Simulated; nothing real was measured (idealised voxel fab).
You're looking at the process module voxel tone inversion.
It is cross-section cut that appears here, measuring 155 nm in width, its square cells being 5 nm in size.
Cross-section format: a grid of square cells, given as bands from top to bottom; each band is one or more rows of cells.
Each band's line starts with the height of the band's top and of its bottom, in nm. Then come its materials from left to right, each with its width in nm. One material with "all across" fills the band from edge to edge. "blank" is empty space.
All heights in this document are referenced to 0, defined as the level beneath which the wafer, as received, consists entirely of one material. The lowest band is not bounded below; it extends indefinitely downward and is written in the form "0 and below".
A width such as "30..40" changes by the same amount from each row of cells to the next, from the band's top row to its bottom row.
Reading "stayed the same" for a step: not a cell of the cross-section changed in it.
The list in "Closed internal voids" covers empty spaces of 8 cells or more that cannot reach the top through any open way, and it gives each as width x height at distance; the distance is from the left edge, and width, height and distance are in nm.
If you see something after the settings on a step's line, that's the simulator's own remark about that step.
overlay nm: mask offset rightward from planned place, masked step; negative means leftward offset.
HERE'S WHAT THE PLANNED PROCESS STEPS LOOK LIKE
step 1: RECEIVE: material Si
step 2: CONFORMAL_DEP: material SiCN, thk nm 10
step 3: DIRECTIONAL_DEP: material aC, thk nm 25
step 4: PATTERN: tone cover, mask id POSTS, material resist, width nm 20, pitch nm 40, thk nm 30, overlay nm 0
step 5: DIRECTIONAL_ETCH: etch materials aC, depth nm 25
step 6: STRIP: etch materials resist
step 7: FILL_DEP: material lowk, thk nm 5
step 8: CMP: height nm 35
step 9: STRIP: etch materials aC
FIRST WAFER OUT OF TWO, PROCESSED AS PLANNED
AS RECEIVED (POST STEP 1): CROSS-SECTION
  0 and below = Si all across
  Closed internal voids: none
UPON COMPLETION OF STEP 2, THE WAFER APPEARS IN CROSS-SECTION AS SHOWN
  10 down to 0 = SiCN all across
  At heights below 0, the structure remains unaltered.
UPON COMPLETION OF STEP 3, THE WAFER APPEARS IN CROSS-SECTION AS SHOWN
  35 down to 10 = aC all across
  At heights below 10, the structure remains unaltered.
UPON COMPLETION OF STEP 4, THE WAFER APPEARS IN CROSS-SECTION AS SHOWN
  65 down to 35 = blank: 25 / resist: 20 / blank: 20 / resist: 20 / blank: 20 / resist: 20 / blank: 30
  At heights below 35, the structure remains unaltered.
UPON COMPLETION OF STEP 5, THE WAFER APPEARS IN CROSS-SECTION AS SHOWN
  40 down to 35 = blank: 25 / resist: 20 / blank: 20 / resist: 20 / blank: 20 / resist: 20 / blank: 30
  35 down to 10 = blank: 25 / aC: 20 / blank: 20 / aC: 20 / blank: 20 / aC: 20 / blank: 30
  At heights below 10, the structure remains unaltered.
UPON COMPLETION OF STEP 6, THE WAFER APPEARS IN CROSS-SECTION AS SHOWN
  35 down to 10 = blank: 25 / aC: 20 / blank: 20 / aC: 20 / blank: 20 / aC: 20 / blank: 30
  At heights below 10, the structure remains unaltered.
UPON COMPLETION OF STEP 7, THE WAFER APPEARS IN CROSS-SECTION AS SHOWN
  40 down to 35 = lowk all across
  35 down to 10 = lowk: 25 / aC: 20 / lowk: 20 / aC: 20 / lowk: 20 / aC: 20 / lowk: 30
  At heights below 10, the structure remains unaltered.
UPON COMPLETION OF STEP 8, THE WAFER APPEARS IN CROSS-SECTION AS SHOWN
  35 down to 10 = lowk: 25 / aC: 20 / lowk: 20 / aC: 20 / lowk: 20 / aC: 20 / lowk: 30
  At heights below 10, the structure remains unaltered.
UPON COMPLETION OF STEP 9, THE WAFER APPEARS IN CROSS-SECTION AS SHOWN
  35 down to 10 = lowk: 25 / blank: 20 / lowk: 20 / blank: 20 / lowk: 20 / blank: 20 / lowk: 30
  At heights below 10, the structure remains unaltered.
REGARDING THE SECOND OF THE TWO WAFERS: IT SHARED THE FIRST WAFER'S STARTING CONDITION AND PROCESS PLAN, YET ONE ERROR OCCURRED DURING ITS EXECUTION. ITS HISTORY COINCIDES WITH THAT OF THE FIRST WAFER UP TO AND INCLUDING STEP 3
SECOND WAFER, CROSS-SECTION, PLANNED END OF STEP 4
  65 down to 35 = blank: 25 / resist: 25 / blank: 15 / resist: 25 / blank: 15 / resist: 25 / blank: 25
  At heights below 35, the structure remains unaltered.
SECOND WAFER, CROSS-SECTION, PLANNED END OF STEP 5
  40 down to 35 = blank: 25 / resist: 25 / blank: 15 / resist: 25 / blank: 15 / resist: 25 / blank: 25
  35 down to 10 = blank: 25 / aC: 25 / blank: 15 / aC: 25 / blank: 15 / aC: 25 / blank: 25
  At heights below 10, the structure remains unaltered.
SECOND WAFER, CROSS-SECTION, PLANNED END OF STEP 6
  35 down to 10 = blank: 25 / aC: 25 / blank: 15 / aC: 25 / blank: 15 / aC: 25 / blank: 25
  At heights below 10, the structure remains unaltered.
SECOND WAFER, CROSS-SECTION, PLANNED END OF STEP 7
  40 down to 35 = lowk all across
  35 down to 10 = lowk: 25 / aC: 25 / lowk: 15 / aC: 25 / lowk: 15 / aC: 25 / lowk: 25
  At heights below 10, the structure remains unaltered.
SECOND WAFER, CROSS-SECTION, PLANNED END OF STEP 8
  35 down to 10 = lowk: 25 / aC: 25 / lowk: 15 / aC: 25 / lowk: 15 / aC: 25 / lowk: 25
  At heights below 10, the structure remains unaltered.
SECOND WAFER, CROSS-SECTION, PLANNED END OF STEP 9
  35 down to 10 = lowk: 25 / blank: 25 / lowk: 15 / blank: 25 / lowk: 15 / blank: 25 / lowk: 25
  At heights below 10, the structure remains unaltered.
The plan and the run diverged here: step 4 did not use the planned setting and instead ran as PATTERN: tone cover, mask id POSTS, material resist, width nm 25, pitch nm 40, thk nm 30, overlay nm 0
Count the cells at the end and the second wafer has more or fewer of some materials than the first: 15 fewer of lowk
